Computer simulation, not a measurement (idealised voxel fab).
process module | voxel spacer lines
cross-section cut | 280 nm wide | cells 5 nm
A cross-section is a grid of square cells, given in bands from the top down. A band is one or more rows of cells.
Each band's line starts with the height of the band's top and of its bottom, in nm. Then come its materials from left to right, each with its width in nm. One material with "throughout" fills the band from edge to edge. "air" is empty space.
Height 0 is the level under which the wafer as received is all one material. The lowest band goes on downwards, as in "0 down".
A width such as "30 to 40" changes by the same amount from each row of cells to the next, from the band's top row to its bottom row.
"no change" after a step means that no cell of the cross-section changed.
closed voids: empty space of 8 cells or more with no open way to the top, each as width x height at its distance from the left edge, in nm
after a step's settings: what the simulator itself notes on the step
overlay nm, on a step with a mask: how far to the right of its planned place the mask lay; to the left if negative
plan
1 op RECEIVE | material Si
2 op CONFORMAL_DEP | material Al2O3 | thk nm 5
3 op DIRECTIONAL_DEP | material SiN | thk nm 20
4 op DIRECTIONAL_DEP | material polySi | thk nm 25
5 op PATTERN | tone cover | mask id MANDREL | material resist | width nm 20 | pitch nm 60 | thk nm 30 | overlay nm 0
6 op DIRECTIONAL_ETCH | etch materials polySi | depth nm 15
7 op STRIP | etch materials resist
8 op CONFORMAL_DEP | material SiO2 | thk nm 10
9 op DIRECTIONAL_ETCH | etch materials SiO2 | depth nm 10
10 op STRIP | etch materials polySi
11 op DIRECTIONAL_ETCH | etch materials SiN | depth nm 20
12 op STRIP | etch materials SiO2
varied across the wafers: depth nm of step 6. The plan shows the first wafer's value. All wafers start alike
first wafer as received, after step 1
  0 down: Si throughout
  closed voids: none
first wafer at the end, after step 12
  5 to 0: Al2O3 throughout
  0 down: Si throughout
  closed voids: none
last wafer at the end
  25 to 5: air 60 | SiN 10 | air 20 | SiN 10 | air 20 | SiN 10 | air 20 | SiN 10 | air 20 | SiN 10 | air 20 | SiN 10 | air 60
  5 to 0: Al2O3 throughout
  0 down: Si throughout
  closed voids: none
each wafer at the end: cells of each material gained (+) or lost (-) since it was received, then its closed voids
depth nm 15 | +56 Al2O3 | closed voids: none
depth nm 20 | +56 Al2O3 | closed voids: none
depth nm 25 | +56 Al2O3 | +48 SiN | closed voids: none
depth nm 30 | +56 Al2O3 | +48 SiN | closed voids: none
depth nm 35 | +56 Al2O3 | +48 SiN | closed voids: none
depth nm 40 | +56 Al2O3 | +48 SiN | closed voids: none
